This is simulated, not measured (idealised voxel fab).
Process module, titled voxel transistor to metal
Cross-sectional view cut (width: 165 nm; square cell size: 5 nm).
For the purposes of this document, a cross-section shall be understood as a grid of square cells, specified as bands listed in top-to-bottom order, each band consisting of one or more rows of cells.
It is stipulated that each band's entry specify, in nanometres, the height of the top of the band and then that of its bottom, followed by the materials of the band in left-to-right sequence, each together with its width in nanometres. A single material marked by the word "all across" is understood to fill the band from edge to edge; the word "empty" is understood to denote empty space.
Heights from 0 (as-received wafer is one material below). Bottom band endless downward, as "0..down".
Graded width ("30..40"): value in top row of band = first number; value in bottom row = second number; row-to-row change constant.
"no alteration", as given for a step, is the statement that not any cell of the cross-section underwent a change during that step.
"Entrapped voids" contains a list of empty spaces, each no smaller than 8 cells and without an open way to the top, written in the form width x height at distance with the distance from the left edge and all three in nm.
If you see something after the settings on a step's line, that's the simulator's own remark about that step.
On any step carrying a mask, the "overlay nm" setting, if present on the step's line, tells how far right of its planned place the mask lay; negative values point to the left.

## The following list gives the planned process steps
1) RECEIVE [material Si]
2) CONFORMAL_DEP [material SiO2] [thk nm 5]
3) CONFORMAL_DEP [material SiN] [thk nm 10]
4) PATTERN [tone cover] [mask id ACTIVE] [material resist] [width nm 105] [thk nm 20] [overlay nm 0]
5) DIRECTIONAL_ETCH [etch materials SiN] [depth nm 10]
6) DIRECTIONAL_ETCH [etch materials SiO2] [depth nm 5]
7) DIRECTIONAL_ETCH [etch materials Si] [depth nm 25]
8) STRIP [etch materials resist]
9) FILL_DEP [material SiO2] [thk nm 10]
10) CMP [height nm 15]
11) SELECTIVE_ETCH [etch materials SiO2] [depth nm 10]
12) STRIP [etch materials SiN]
13) SELECTIVE_ETCH [etch materials SiO2] [depth nm 5]
14) OXIDIZE [depth nm 5]
15) DIRECTIONAL_DEP [material polySi] [thk nm 30]
16) DIRECTIONAL_DEP [material SiCN] [thk nm 15]
17) PATTERN [tone cover] [mask id GATE] [material resist] [width nm 25] [thk nm 20] [overlay nm 0]
18) DIRECTIONAL_ETCH [etch materials SiCN] [depth nm 25]
19) DIRECTIONAL_ETCH [etch materials polySi] [depth nm 40]
20) STRIP [etch materials resist]
21) CONFORMAL_DEP [material SiN] [thk nm 10]
22) DIRECTIONAL_ETCH [etch materials SiN] [depth nm 10]
23) DIRECTIONAL_ETCH [etch materials SiO2] [depth nm 5]
24) DIRECTIONAL_ETCH [etch materials Si] [depth nm 15]
25) EPI [material SiGe] [thk nm 15]
26) FILL_DEP [material SiO2] [thk nm 10]
27) CMP [height nm 45]
28) DIRECTIONAL_DEP [material SiO2] [thk nm 15]
29) PATTERN [tone open] [mask id CONTACT] [material resist] [width nm 25] [pitch nm 60] [thk nm 20] [overlay nm 0]
30) DIRECTIONAL_ETCH [etch materials SiO2] [depth nm 65]
31) STRIP [etch materials resist]
32) CONFORMAL_DEP [material TiN] [thk nm 5]
33) FILL_DEP [material W] [thk nm 5]
34) CMP [height nm 60]
35) CONFORMAL_DEP [material SiCN] [thk nm 5]
36) DIRECTIONAL_DEP [material SiO2] [thk nm 20]
37) MASKED_ETCH [tone open] [mask id METAL_1] [width nm 15] [pitch nm 70] [etch materials SiO2] [depth nm 20] [overlay nm 0]
38) MASKED_ETCH [tone open] [mask id METAL_1] [width nm 15] [pitch nm 70] [etch materials SiCN] [depth nm 5] [overlay nm 0]
39) CONFORMAL_DEP [material TiN] [thk nm 5]
40) FILL_DEP [material Cu] [thk nm 5]
41) CMP [height nm 85]
42) CONFORMAL_DEP [material SiN] [thk nm 5]

## First wafer, two in total, run as planned

## As-received state of the wafer in cross-section, equivalent to post-step 1
    0..down  Si all across
    Entrapped voids: none

## Wafer xsec, post step 2
    5..0  SiO2 all across
    Everything below 0 is unchanged.

## Wafer xsec, post step 3
    15..5  SiN all across
    Everything below 5 is unchanged.

## Wafer xsec, post step 4
    35..15  empty=30; resist=105; empty=30
    Everything below 15 is unchanged.

## Wafer xsec, post step 5
    35..15  empty=30; resist=105; empty=30
    15..5  empty=30; SiN=105; empty=30
    Everything below 5 is unchanged.

## Wafer xsec, post step 6
    35..15  empty=30; resist=105; empty=30
    15..5  empty=30; SiN=105; empty=30
    5..0  empty=30; SiO2=105; empty=30
    Everything below 0 is unchanged.

## Wafer xsec, post step 7
    35..15  empty=30; resist=105; empty=30
    15..5  empty=30; SiN=105; empty=30
    5..0  empty=30; SiO2=105; empty=30
    0..-25  empty=30; Si=105; empty=30
    Everything below -25 is unchanged.

## Wafer xsec, post step 8
    15..5  empty=30; SiN=105; empty=30
    Everything below 5 is unchanged.

## Wafer xsec, post step 9
    25..15  SiO2 all across
    15..5  SiO2=30; SiN=105; SiO2=30
    5..0  SiO2 all across
    0..-25  SiO2=30; Si=105; SiO2=30
    Everything below -25 is unchanged.

## Wafer xsec, post step 10
    15..5  SiO2=30; SiN=105; SiO2=30
    Everything below 5 is unchanged.

## Wafer xsec, post step 11
    15..5  empty=30; SiN=105; empty=30
    Everything below 5 is unchanged.

## Wafer xsec, post step 12
    5..0  SiO2 all across
    Everything below 0 is unchanged.

## Wafer xsec, post step 13
    0..-25  SiO2=30; Si=105; SiO2=30
    Everything below -25 is unchanged.

## Wafer xsec, post step 14
    0..-5  SiO2 all across
    Everything below -5 is unchanged.

## Wafer xsec, post step 15
    30..0  polySi all across
    Everything below 0 is unchanged.

## Wafer xsec, post step 16
    45..30  SiCN all across
    Everything below 30 is unchanged.

## Wafer xsec, post step 17
    65..45  empty=70; resist=25; empty=70
    Everything below 45 is unchanged.

## Wafer xsec, post step 18
    65..45  empty=70; resist=25; empty=70
    45..30  empty=70; SiCN=25; empty=70
    Everything below 30 is unchanged.

## Wafer xsec, post step 19
    65..45  empty=70; resist=25; empty=70
    45..30  empty=70; SiCN=25; empty=70
    30..0  empty=70; polySi=25; empty=70
    Everything below 0 is unchanged.

## Wafer xsec, post step 20
    45..30  empty=70; SiCN=25; empty=70
    Everything below 30 is unchanged.

## Wafer xsec, post step 21
    55..45  empty=60; SiN=45; empty=60
    45..30  empty=60; SiN=10; SiCN=25; SiN=10; empty=60
    30..10  empty=60; SiN=10; polySi=25; SiN=10; empty=60
    10..0  SiN=70; polySi=25; SiN=70
    Everything below 0 is unchanged.

## Wafer xsec, post step 22
    45..30  empty=60; SiN=10; SiCN=25; SiN=10; empty=60
    30..0  empty=60; SiN=10; polySi=25; SiN=10; empty=60
    Everything below 0 is unchanged.

## Wafer xsec, post step 23
    45..30  empty=60; SiN=10; SiCN=25; SiN=10; empty=60
    30..0  empty=60; SiN=10; polySi=25; SiN=10; empty=60
    0..-5  empty=60; SiO2=45; empty=60
    Everything below -5 is unchanged.

## Wafer xsec, post step 24
    45..30  empty=60; SiN=10; SiCN=25; SiN=10; empty=60
    30..0  empty=60; SiN=10; polySi=25; SiN=10; empty=60
    0..-5  empty=60; SiO2=45; empty=60
    -5..-20  SiO2=30; empty=30; Si=45; empty=30; SiO2=30
    Everything below -20 is unchanged.

## Wafer xsec, post step 25
    45..30  empty=60; SiN=10; SiCN=25; SiN=10; empty=60
    30..10  empty=60; SiN=10; polySi=25; SiN=10; empty=60
    10..0  empty=45; SiGe=15; SiN=10; polySi=25; SiN=10; SiGe=15; empty=45
    0..-5  empty=45; SiGe=15; SiO2=45; SiGe=15; empty=45
    -5..-20  SiO2=30; SiGe=30; Si=45; SiGe=30; SiO2=30
    Everything below -20 is unchanged.

## Wafer xsec, post step 26
    55..45  SiO2 all across
    45..30  SiO2=60; SiN=10; SiCN=25; SiN=10; SiO2=60
    30..10  SiO2=60; SiN=10; polySi=25; SiN=10; SiO2=60
    10..0  SiO2=45; SiGe=15; SiN=10; polySi=25; SiN=10; SiGe=15; SiO2=45
    0..-5  SiO2=45; SiGe=15; SiO2=45; SiGe=15; SiO2=45
    Everything below -5 is unchanged.

## Wafer xsec, post step 27
    45..30  SiO2=60; SiN=10; SiCN=25; SiN=10; SiO2=60
    Everything below 30 is unchanged.

## Wafer xsec, post step 28
    60..45  SiO2 all across
    Everything below 45 is unchanged.

## Wafer xsec, post step 29
    80..60  resist=40; empty=25; resist=35; empty=25; resist=40
    Everything below 60 is unchanged.

## Wafer xsec, post step 30
    80..60  resist=40; empty=25; resist=35; empty=25; resist=40
    60..45  SiO2=40; empty=25; SiO2=35; empty=25; SiO2=40
    45..30  SiO2=40; empty=20; SiN=10; SiCN=25; SiN=10; empty=20; SiO2=40
    30..10  SiO2=40; empty=20; SiN=10; polySi=25; SiN=10; empty=20; SiO2=40
    10..0  SiO2=40; empty=5; SiGe=15; SiN=10; polySi=25; SiN=10; SiGe=15; empty=5; SiO2=40
    0..-5  SiO2=40; empty=5; SiGe=15; SiO2=45; SiGe=15; empty=5; SiO2=40
    Everything below -5 is unchanged.

## Wafer xsec, post step 31
    60..45  SiO2=40; empty=25; SiO2=35; empty=25; SiO2=40
    Everything below 45 is unchanged.

## Wafer xsec, post step 32
    65..60  TiN=45; empty=15; TiN=45; empty=15; TiN=45
    60..50  SiO2=40; TiN=5; empty=15; TiN=5; SiO2=35; TiN=5; empty=15; TiN=5; SiO2=40
    50..45  SiO2=40; TiN=5; empty=10; TiN=10; SiO2=35; TiN=10; empty=10; TiN=5; SiO2=40
    45..30  SiO2=40; TiN=5; empty=10; TiN=5; SiN=10; SiCN=25; SiN=10; TiN=5; empty=10; TiN=5; SiO2=40
    30..15  SiO2=40; TiN=5; empty=10; TiN=5; SiN=10; polySi=25; SiN=10; TiN=5; empty=10; TiN=5; SiO2=40
    15..10  SiO2=40; TiN=20; SiN=10; polySi=25; SiN=10; TiN=20; SiO2=40
    10..0  SiO2=40; TiN=5; SiGe=15; SiN=10; polySi=25; SiN=10; SiGe=15; TiN=5; SiO2=40
    0..-5  SiO2=40; TiN=5; SiGe=15; SiO2=45; SiGe=15; TiN=5; SiO2=40
    Everything below -5 is unchanged.

## Wafer xsec, post step 33
    70..65  W all across
    65..60  TiN=45; W=15; TiN=45; W=15; TiN=45
    60..50  SiO2=40; TiN=5; W=15; TiN=5; SiO2=35; TiN=5; W=15; TiN=5; SiO2=40
    50..45  SiO2=40; TiN=5; W=10; TiN=10; SiO2=35; TiN=10; W=10; TiN=5; SiO2=40
    45..30  SiO2=40; TiN=5; W=10; TiN=5; SiN=10; SiCN=25; SiN=10; TiN=5; W=10; TiN=5; SiO2=40
    30..15  SiO2=40; TiN=5; W=10; TiN=5; SiN=10; polySi=25; SiN=10; TiN=5; W=10; TiN=5; SiO2=40
    Everything below 15 is unchanged.

## Wafer xsec, post step 34
    60..50  SiO2=40; TiN=5; W=15; TiN=5; SiO2=35; TiN=5; W=15; TiN=5; SiO2=40
    Everything below 50 is unchanged.

## Wafer xsec, post step 35
    65..60  SiCN all across
    Everything below 60 is unchanged.

## Wafer xsec, post step 36
    85..65  SiO2 all across
    Everything below 65 is unchanged.

## Wafer xsec, post step 37
    85..65  SiO2=40; empty=15; SiO2=55; empty=15; SiO2=40
    Everything below 65 is unchanged.

## Wafer xsec, post step 38
    85..65  SiO2=40; empty=15; SiO2=55; empty=15; SiO2=40
    65..60  SiCN=40; empty=15; SiCN=55; empty=15; SiCN=40
    Everything below 60 is unchanged.

## Wafer xsec, post step 39
    90..85  TiN=45; empty=5; TiN=65; empty=5; TiN=45
    85..65  SiO2=40; TiN=5; empty=5; TiN=5; SiO2=55; TiN=5; empty=5; TiN=5; SiO2=40
    65..60  SiCN=40; TiN=15; SiCN=55; TiN=15; SiCN=40
    Everything below 60 is unchanged.

## Wafer xsec, post step 40
    95..90  Cu all across
    90..85  TiN=45; Cu=5; TiN=65; Cu=5; TiN=45
    85..65  SiO2=40; TiN=5; Cu=5; TiN=5; SiO2=55; TiN=5; Cu=5; TiN=5; SiO2=40
    Everything below 65 is unchanged.

## Wafer xsec, post step 41
    85..65  SiO2=40; TiN=5; Cu=5; TiN=5; SiO2=55; TiN=5; Cu=5; TiN=5; SiO2=40
    Everything below 65 is unchanged.

## Wafer xsec, post step 42
    90..85  SiN all across
    Everything below 85 is unchanged.

## The Second Wafer: Common Origin and Plan, One Mistake in Execution, Identical to the First Through Step 1

X-section, second wafer, when step 2 was due to finish: no alteration

## X-section, second wafer, when step 3 was due to finish
    10..0  SiN all across
    Everything below 0 is unchanged.

## X-section, second wafer, when step 4 was due to finish
    30..10  empty=30; resist=105; empty=30
    Everything below 10 is unchanged.

## X-section, second wafer, when step 5 was due to finish
    30..10  empty=30; resist=105; empty=30
    10..0  empty=30; SiN=105; empty=30
    Everything below 0 is unchanged.

X-section, second wafer, when step 6 was due to finish: no alteration

## X-section, second wafer, when step 7 was due to finish
    30..10  empty=30; resist=105; empty=30
    10..0  empty=30; SiN=105; empty=30
    0..-25  empty=30; Si=105; empty=30
    Everything below -25 is unchanged.

## X-section, second wafer, when step 8 was due to finish
    10..0  empty=30; SiN=105; empty=30
    Everything below 0 is unchanged.

## X-section, second wafer, when step 9 was due to finish
    20..10  SiO2 all across
    10..0  SiO2=30; SiN=105; SiO2=30
    0..-25  SiO2=30; Si=105; SiO2=30
    Everything below -25 is unchanged.

## X-section, second wafer, when step 10 was due to finish
    15..10  SiO2 all across
    Everything below 10 is unchanged.

## X-section, second wafer, when step 11 was due to finish
    10..5  empty=30; SiN=105; empty=30
    Everything below 5 is unchanged.

## X-section, second wafer, when step 12 was due to finish
    5..0  SiO2=30; empty=105; SiO2=30
    Everything below 0 is unchanged.

## X-section, second wafer, when step 13 was due to finish
    0..-5  SiO2=25; empty=5; Si=105; empty=5; SiO2=25
    Everything below -5 is unchanged.

## X-section, second wafer, when step 14 was due to finish
    0..-5  SiO2=25; empty=5; SiO2=105; empty=5; SiO2=25
    -5..-10  SiO2=35; Si=95; SiO2=35
    Everything below -10 is unchanged.

## X-section, second wafer, when step 15 was due to finish
    30..25  polySi=25; empty=5; polySi=105; empty=5; polySi=25
    25..0  polySi all across
    0..-5  SiO2=25; polySi=5; SiO2=105; polySi=5; SiO2=25
    Everything below -5 is unchanged.

## X-section, second wafer, when step 16 was due to finish
    45..40  SiCN=25; empty=5; SiCN=105; empty=5; SiCN=25
    40..30  SiCN all across
    30..25  polySi=25; SiCN=5; polySi=105; SiCN=5; polySi=25
    Everything below 25 is unchanged.

## X-section, second wafer, when step 17 was due to finish
    65..45  empty=70; resist=25; empty=70
    Everything below 45 is unchanged.

## X-section, second wafer, when step 18 was due to finish
    65..45  empty=70; resist=25; empty=70
    45..30  empty=70; SiCN=25; empty=70
    30..25  polySi=25; empty=5; polySi=105; empty=5; polySi=25
    Everything below 25 is unchanged.

## X-section, second wafer, when step 19 was due to finish
    65..45  empty=70; resist=25; empty=70
    45..30  empty=70; SiCN=25; empty=70
    30..0  empty=70; polySi=25; empty=70
    0..-5  SiO2=25; empty=5; SiO2=105; empty=5; SiO2=25
    Everything below -5 is unchanged.

## X-section, second wafer, when step 20 was due to finish
    45..30  empty=70; SiCN=25; empty=70
    Everything below 30 is unchanged.

## X-section, second wafer, when step 21 was due to finish
    55..45  empty=60; SiN=45; empty=60
    45..30  empty=60; SiN=10; SiCN=25; SiN=10; empty=60
    30..10  empty=60; SiN=10; polySi=25; SiN=10; empty=60
    10..0  SiN=70; polySi=25; SiN=70
    0..-5  SiO2=25; SiN=5; SiO2=105; SiN=5; SiO2=25
    Everything below -5 is unchanged.

## X-section, second wafer, when step 22 was due to finish
    45..30  empty=60; SiN=10; SiCN=25; SiN=10; empty=60
    30..0  empty=60; SiN=10; polySi=25; SiN=10; empty=60
    Everything below 0 is unchanged.

## X-section, second wafer, when step 23 was due to finish
    45..30  empty=60; SiN=10; SiCN=25; SiN=10; empty=60
    30..0  empty=60; SiN=10; polySi=25; SiN=10; empty=60
    0..-5  empty=25; SiN=5; empty=30; SiO2=45; empty=30; SiN=5; empty=25
    Everything below -5 is unchanged.

## X-section, second wafer, when step 24 was due to finish
    45..30  empty=60; SiN=10; SiCN=25; SiN=10; empty=60
    30..0  empty=60; SiN=10; polySi=25; SiN=10; empty=60
    0..-5  empty=25; SiN=5; empty=30; SiO2=45; empty=30; SiN=5; empty=25
    -5..-10  SiO2=35; empty=25; Si=45; empty=25; SiO2=35
    -10..-20  SiO2=30; Si=5; empty=25; Si=45; empty=25; Si=5; SiO2=30
    Everything below -20 is unchanged.

## X-section, second wafer, when step 25 was due to finish
    45..30  empty=60; SiN=10; SiCN=25; SiN=10; empty=60
    30..10  empty=60; SiN=10; polySi=25; SiN=10; empty=60
    10..0  empty=45..25; SiGe=15..35; SiN=10; polySi=25; SiN=10; SiGe=15..35; empty=45..25
    0..-5  empty=25; SiN=5; SiGe=30; SiO2=45; SiGe=30; SiN=5; empty=25
    -5..-10  SiO2=35; SiGe=25; Si=45; SiGe=25; SiO2=35
    -10..-20  SiO2=30; Si=5; SiGe=25; Si=45; SiGe=25; Si=5; SiO2=30
    Everything below -20 is unchanged.

## X-section, second wafer, when step 26 was due to finish
    55..45  SiO2 all across
    45..30  SiO2=60; SiN=10; SiCN=25; SiN=10; SiO2=60
    30..10  SiO2=60; SiN=10; polySi=25; SiN=10; SiO2=60
    10..0  SiO2=45..25; SiGe=15..35; SiN=10; polySi=25; SiN=10; SiGe=15..35; SiO2=45..25
    0..-5  SiO2=25; SiN=5; SiGe=30; SiO2=45; SiGe=30; SiN=5; SiO2=25
    Everything below -5 is unchanged.

## X-section, second wafer, when step 27 was due to finish
    45..30  SiO2=60; SiN=10; SiCN=25; SiN=10; SiO2=60
    Everything below 30 is unchanged.

## X-section, second wafer, when step 28 was due to finish
    60..45  SiO2 all across
    Everything below 45 is unchanged.

## X-section, second wafer, when step 29 was due to finish
    80..60  resist=40; empty=25; resist=35; empty=25; resist=40
    Everything below 60 is unchanged.

## X-section, second wafer, when step 30 was due to finish
    80..60  resist=40; empty=25; resist=35; empty=25; resist=40
    60..45  SiO2=40; empty=25; SiO2=35; empty=25; SiO2=40
    45..30  SiO2=40; empty=20; SiN=10; SiCN=25; SiN=10; empty=20; SiO2=40
    30..10  SiO2=40; empty=20; SiN=10; polySi=25; SiN=10; empty=20; SiO2=40
    10..5  SiO2=40; empty=5; SiGe=15; SiN=10; polySi=25; SiN=10; SiGe=15; empty=5; SiO2=40
    Everything below 5 is unchanged.

## X-section, second wafer, when step 31 was due to finish
    60..45  SiO2=40; empty=25; SiO2=35; empty=25; SiO2=40
    Everything below 45 is unchanged.

## X-section, second wafer, when step 32 was due to finish
    65..60  TiN=45; empty=15; TiN=45; empty=15; TiN=45
    60..50  SiO2=40; TiN=5; empty=15; TiN=5; SiO2=35; TiN=5; empty=15; TiN=5; SiO2=40
    50..45  SiO2=40; TiN=5; empty=10; TiN=10; SiO2=35; TiN=10; empty=10; TiN=5; SiO2=40
    45..30  SiO2=40; TiN=5; empty=10; TiN=5; SiN=10; SiCN=25; SiN=10; TiN=5; empty=10; TiN=5; SiO2=40
    30..15  SiO2=40; TiN=5; empty=10; TiN=5; SiN=10; polySi=25; SiN=10; TiN=5; empty=10; TiN=5; SiO2=40
    15..10  SiO2=40; TiN=20; SiN=10; polySi=25; SiN=10; TiN=20; SiO2=40
    10..5  SiO2=40; TiN=5; SiGe=15; SiN=10; polySi=25; SiN=10; SiGe=15; TiN=5; SiO2=40
    Everything below 5 is unchanged.

## X-section, second wafer, when step 33 was due to finish
    70..65  W all across
    65..60  TiN=45; W=15; TiN=45; W=15; TiN=45
    60..50  SiO2=40; TiN=5; W=15; TiN=5; SiO2=35; TiN=5; W=15; TiN=5; SiO2=40
    50..45  SiO2=40; TiN=5; W=10; TiN=10; SiO2=35; TiN=10; W=10; TiN=5; SiO2=40
    45..30  SiO2=40; TiN=5; W=10; TiN=5; SiN=10; SiCN=25; SiN=10; TiN=5; W=10; TiN=5; SiO2=40
    30..15  SiO2=40; TiN=5; W=10; TiN=5; SiN=10; polySi=25; SiN=10; TiN=5; W=10; TiN=5; SiO2=40
    Everything below 15 is unchanged.

## X-section, second wafer, when step 34 was due to finish
    60..50  SiO2=40; TiN=5; W=15; TiN=5; SiO2=35; TiN=5; W=15; TiN=5; SiO2=40
    Everything below 50 is unchanged.

## X-section, second wafer, when step 35 was due to finish
    65..60  SiCN all across
    Everything below 60 is unchanged.

## X-section, second wafer, when step 36 was due to finish
    85..65  SiO2 all across
    Everything below 65 is unchanged.

## X-section, second wafer, when step 37 was due to finish
    85..65  SiO2=40; empty=15; SiO2=55; empty=15; SiO2=40
    Everything below 65 is unchanged.

## X-section, second wafer, when step 38 was due to finish
    85..65  SiO2=40; empty=15; SiO2=55; empty=15; SiO2=40
    65..60  SiCN=40; empty=15; SiCN=55; empty=15; SiCN=40
    Everything below 60 is unchanged.

## X-section, second wafer, when step 39 was due to finish
    90..85  TiN=45; empty=5; TiN=65; empty=5; TiN=45
    85..65  SiO2=40; TiN=5; empty=5; TiN=5; SiO2=55; TiN=5; empty=5; TiN=5; SiO2=40
    65..60  SiCN=40; TiN=15; SiCN=55; TiN=15; SiCN=40
    Everything below 60 is unchanged.

## X-section, second wafer, when step 40 was due to finish
    95..90  Cu all across
    90..85  TiN=45; Cu=5; TiN=65; Cu=5; TiN=45
    85..65  SiO2=40; TiN=5; Cu=5; TiN=5; SiO2=55; TiN=5; Cu=5; TiN=5; SiO2=40
    Everything below 65 is unchanged.

## X-section, second wafer, when step 41 was due to finish
    85..65  SiO2=40; TiN=5; Cu=5; TiN=5; SiO2=55; TiN=5; Cu=5; TiN=5; SiO2=40
    Everything below 65 is unchanged.

## X-section, second wafer, when step 42 was due to finish
    90..85  SiN all across
    Everything below 85 is unchanged.
Deviation from plan: skipped: plan step 2 (never run)
Per the end-of-run cell counts, the second wafer holds more or fewer of some materials than the first: Si +4, SiGe +8, SiN +2, SiO2 -10, TiN -4
